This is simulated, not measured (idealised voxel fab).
The name of this process module is voxel ribs on slabs.
Xsec cut, 290 nm wide, square cell size 5 nm.
Notation: cross-section as square-cell grid; stated in bands, top first, going down; one or more cell rows per band. A band entry consists of two parts. The first gives the height of the band's top and the height of its bottom, in nm. The rest lists the band's materials from left to right, each with its width in nm. A single material labelled with the word "all across" fills the band from edge to edge, and the word "empty" marks empty space. We count height from 0. Below that, the starting wafer is all one material. The lowest band never ends at the bottom but goes on down; see "0 and below" for how that is written. Graded width ("30->40"): value in top row of band = first number; value in bottom row = second number; row-to-row change constant. Reading "remained the same" for a step: not a cell of the cross-section changed in it. The entry "Closed void entries" lists the empty spaces that cover at least 8 cells and have no open path to the top. Each is written as width x height at distance, where the distance is measured from the left edge and all three values are in nm. Note: text after step settings on the step line = simulator remark on that step. Steps that use a mask can have "overlay nm" on their line. It says how far the mask sat to the right of where it was meant to be. Negative means to the left.
## These are the steps we planned for the process
1. RECEIVE,material Si
2. DIRECTIONAL_DEP,material SiO2,thk nm 25
3. DIRECTIONAL_DEP,material SiN,thk nm 20
4. PATTERN,tone cover,mask id RIB,material resist,width nm 30,thk nm 15,overlay nm 0
5. DIRECTIONAL_ETCH,etch materials SiN,depth nm 10
6. STRIP,etch materials resist
7. DIRECTIONAL_DEP,material aC,thk nm 15
8. PATTERN,tone cover,mask id SLAB,material resist,width nm 60,thk nm 30,overlay nm 0
9. DIRECTIONAL_ETCH,etch materials aC,depth nm 15
10. STRIP,etch materials resist
11. DIRECTIONAL_ETCH,etch materials SiN,depth nm 10
12. STRIP,etch materials aC
13. FILL_DEP,material SiO2,thk nm 25
14. CMP,height nm 65
15. DIRECTIONAL_DEP,material TiN,thk nm 5
16. PATTERN,tone cover,mask id HEATER,material resist,width nm 40,thk nm 15,overlay nm 0
17. DIRECTIONAL_ETCH,etch materials TiN,depth nm 5
18. STRIP,etch materials resist
19. CONFORMAL_DEP,material SiO2,thk nm 5
## Received-state cross-section, reflecting completion of step 1
  0 and below  Si all across
  Closed void entries: none
## Cross-sectional image of the first of two wafers at the end of the module, the run having proceeded as planned
  75 down to 70  empty 120 nm  SiO2 50 nm  empty 120 nm
  70 down to 65  SiO2 125 nm  TiN 40 nm  SiO2 125 nm
  65 down to 45  SiO2 all across
  45 down to 35  SiO2 130 nm  SiN 30 nm  SiO2 130 nm
  35 down to 25  SiO2 115 nm  SiN 60 nm  SiO2 115 nm
  25 down to 0  SiO2 all across
  0 and below  Si all across
  Closed void entries: none
## Cross-section of the latter of the two wafers at module completion. It had an identical start and an identical plan to the former; in running it, one mistake was made
  75 down to 70  empty 120 nm  SiO2 50 nm  empty 120 nm
  70 down to 65  SiO2 125 nm  TiN 40 nm  SiO2 125 nm
  65 down to 45  SiO2 all across
  45 down to 35  SiO2 125 nm  SiN 40 nm  SiO2 125 nm
  35 down to 25  SiO2 115 nm  SiN 60 nm  SiO2 115 nm
  25 down to 0  SiO2 all across
  0 and below  Si all across
  Closed void entries: none
Diagnosis: rather than as planned, step 4 actually ran as PATTERN,tone cover,mask id RIB,material resist,width nm 40,thk nm 15,overlay nm 0
Per the end-of-run cell counts, the second wafer holds more or fewer of some materials than the first: SiN +4; SiO2 -4
